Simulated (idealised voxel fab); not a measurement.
You're looking at the process module voxel wiring stack.
cross-section cut | 180 nm wide | cells 5 nm
Bands, listed from the top down, are how a cross-section gets written in this document; the cross-section itself is a grid of square cells, and a band is one or more rows of them. Basically the band line says how high the top is and how high the bottom is, in nm, and then what's in it from left to right, every material with its width in nm. Empty space shows up as "empty", and if a single material carries "edge to edge" it runs the full band edge to edge. Height is counted from the level 0, under which the received wafer is composed throughout of one material. The lowest of the bands is not closed at the bottom but continues downward, in the notation "0 down". Width: "30..40" (first number = top row, second number = bottom row, same change from row to row of cells). You'll sometimes find "left unchanged" written for a step, and that's the way of saying that nowhere in the cross-section did a cell change during that step. "Fully sealed voids" means: voids of 8 cells or more that are shut off from the top with no open way through. Written width x height at distance, distance from the left edge, in nm. Formally, on a step line, whatever follows the settings is a remark that the simulator itself makes on the step. "overlay nm" denotes, for a step that has a mask, the displacement of the mask to the right of its planned place, with negative values corresponding to the left.
## The process steps that were planned are listed below
1) RECEIVE (material Si)
2) CONFORMAL_DEP (material SiO2; thk nm 10)
3) DIRECTIONAL_DEP (material TiN; thk nm 5)
4) DIRECTIONAL_DEP (material W; thk nm 20)
5) MASKED_ETCH (tone cover; mask id METAL_1; width nm 25; pitch nm 45; etch materials W; depth nm 20; overlay nm 0)
6) MASKED_ETCH (tone cover; mask id METAL_1; width nm 25; pitch nm 45; etch materials TiN; depth nm 5; overlay nm 0)
7) FILL_DEP (material SiO2; thk nm 5)
8) CMP (height nm 35)
9) CONFORMAL_DEP (material SiCN; thk nm 5)
10) DIRECTIONAL_DEP (material lowk; thk nm 25)
11) DIRECTIONAL_DEP (material aC; thk nm 15)
12) PATTERN (tone open; mask id METAL_2_HOLES; material resist; width nm 15; pitch nm 45; thk nm 30; overlay nm 0)
13) DIRECTIONAL_ETCH (etch materials aC; depth nm 15)
14) STRIP (etch materials resist)
15) DIRECTIONAL_ETCH (etch materials lowk; depth nm 25)
16) STRIP (etch materials aC)
17) PATTERN (tone open; mask id METAL_2; material resist; width nm 25; pitch nm 45; thk nm 15; overlay nm 0)
18) DIRECTIONAL_ETCH (etch materials lowk; depth nm 15)
19) DIRECTIONAL_ETCH (etch materials SiCN; depth nm 5)
20) STRIP (etch materials resist)
21) CONFORMAL_DEP (material TiN; thk nm 5)
22) FILL_DEP (material Cu; thk nm 10)
23) CMP (height nm 65)
24) CONFORMAL_DEP (material SiCN; thk nm 5)
25) DIRECTIONAL_DEP (material SiO2; thk nm 25)
26) MASKED_ETCH (tone open; mask id METAL_3_HOLES; width nm 15; pitch nm 45; etch materials SiO2; depth nm 25; overlay nm 0)
27) DIRECTIONAL_DEP (material aC; thk nm 15)
28) PATTERN (tone open; mask id METAL_3; material resist; width nm 25; pitch nm 45; thk nm 30; overlay nm 0)
29) DIRECTIONAL_ETCH (etch materials aC; depth nm 15)
30) STRIP (etch materials resist)
31) DIRECTIONAL_ETCH (etch materials SiO2; depth nm 15)
32) DIRECTIONAL_ETCH (etch materials SiCN; depth nm 5)
33) STRIP (etch materials aC)
34) CONFORMAL_DEP (material TiN; thk nm 5)
35) FILL_DEP (material Cu; thk nm 5)
36) CMP (height nm 95)
37) CONFORMAL_DEP (material SiCN; thk nm 5)
## Cross-section of the wafer as it came to us, i.e., already through step 1
- 0 down  Si edge to edge
- Fully sealed voids: none
## First of two wafers at the end of the module, shown in cross-section; run carried out as planned
- 100 to 95  SiCN edge to edge
- 95 to 85  55 nm SiO2, then 5 nm TiN, then 15 nm Cu, then 5 nm TiN, then 20 nm SiO2, then 5 nm TiN, then 15 nm Cu, then 5 nm TiN, then 55 nm SiO2
- 85 to 80  55 nm SiO2, then 5 nm TiN, then 5 nm Cu, then 15 nm TiN, then 20 nm SiO2, then 5 nm TiN, then 5 nm Cu, then 15 nm TiN, then 55 nm SiO2
- 80 to 70  55 nm SiO2, then 5 nm TiN, then 5 nm Cu, then 5 nm TiN, then 30 nm SiO2, then 5 nm TiN, then 5 nm Cu, then 5 nm TiN, then 65 nm SiO2
- 70 to 65  55 nm SiCN, then 15 nm TiN, then 30 nm SiCN, then 15 nm TiN, then 65 nm SiCN
- 65 to 55  55 nm lowk, then 5 nm TiN, then 15 nm Cu, then 5 nm TiN, then 20 nm lowk, then 5 nm TiN, then 15 nm Cu, then 5 nm TiN, then 55 nm lowk
- 55 to 50  55 nm lowk, then 5 nm TiN, then 5 nm Cu, then 15 nm TiN, then 20 nm lowk, then 5 nm TiN, then 5 nm Cu, then 15 nm TiN, then 55 nm lowk
- 50 to 40  55 nm lowk, then 5 nm TiN, then 5 nm Cu, then 5 nm TiN, then 30 nm lowk, then 5 nm TiN, then 5 nm Cu, then 5 nm TiN, then 65 nm lowk
- 40 to 35  55 nm SiCN, then 15 nm TiN, then 30 nm SiCN, then 15 nm TiN, then 65 nm SiCN
- 35 to 15  55 nm SiO2, then 25 nm W, then 20 nm SiO2, then 25 nm W, then 55 nm SiO2
- 15 to 10  55 nm SiO2, then 25 nm TiN, then 20 nm SiO2, then 25 nm TiN, then 55 nm SiO2
- 10 to 0  SiO2 edge to edge
- 0 down  Si edge to edge
- Fully sealed voids: none
## Cross-section, wafer two of two, end of module: same start and plan as wafer one, one error in execution
- 100 to 95  SiCN edge to edge
- 95 to 85  55 nm SiO2, then 5 nm TiN, then 15 nm Cu, then 5 nm TiN, then 20 nm SiO2, then 5 nm TiN, then 15 nm Cu, then 5 nm TiN, then 55 nm SiO2
- 85 to 80  55 nm SiO2, then 5 nm TiN, then 5 nm Cu, then 15 nm TiN, then 20 nm SiO2, then 5 nm TiN, then 5 nm Cu, then 15 nm TiN, then 55 nm SiO2
- 80 to 70  55 nm SiO2, then 5 nm TiN, then 5 nm Cu, then 5 nm TiN, then 30 nm SiO2, then 5 nm TiN, then 5 nm Cu, then 5 nm TiN, then 65 nm SiO2
- 70 to 65  55 nm SiCN, then 15 nm TiN, then 30 nm SiCN, then 15 nm TiN, then 65 nm SiCN
- 65 to 55  55 nm lowk, then 5 nm TiN, then 15 nm Cu, then 5 nm TiN, then 20 nm lowk, then 5 nm TiN, then 15 nm Cu, then 5 nm TiN, then 55 nm lowk
- 55 to 50  55 nm lowk, then 5 nm TiN, then 5 nm Cu, then 15 nm TiN, then 20 nm lowk, then 5 nm TiN, then 5 nm Cu, then 15 nm TiN, then 55 nm lowk
- 50 to 40  55 nm lowk, then 5 nm TiN, then 5 nm Cu, then 5 nm TiN, then 30 nm lowk, then 5 nm TiN, then 5 nm Cu, then 5 nm TiN, then 65 nm lowk
- 40 to 35  55 nm SiCN, then 15 nm TiN, then 30 nm SiCN, then 15 nm TiN, then 65 nm SiCN
- 35 to 15  55 nm W, then 25 nm SiO2, then 20 nm W, then 25 nm SiO2, then 55 nm W
- 15 to 10  TiN edge to edge
- 10 to 0  SiO2 edge to edge
- 0 down  Si edge to edge
- Fully sealed voids: none
Heads up, the wafer didn't run the way we planned it: not per plan at step 5, really ran MASKED_ETCH (tone open; mask id METAL_1; width nm 25; pitch nm 45; etch materials W; depth nm 20; overlay nm 0)
Looking at both finished wafers in cells, the second ends up ahead of or behind the first on some materials: SiO2: 90 fewer, TiN: 26 more, W: 64 more
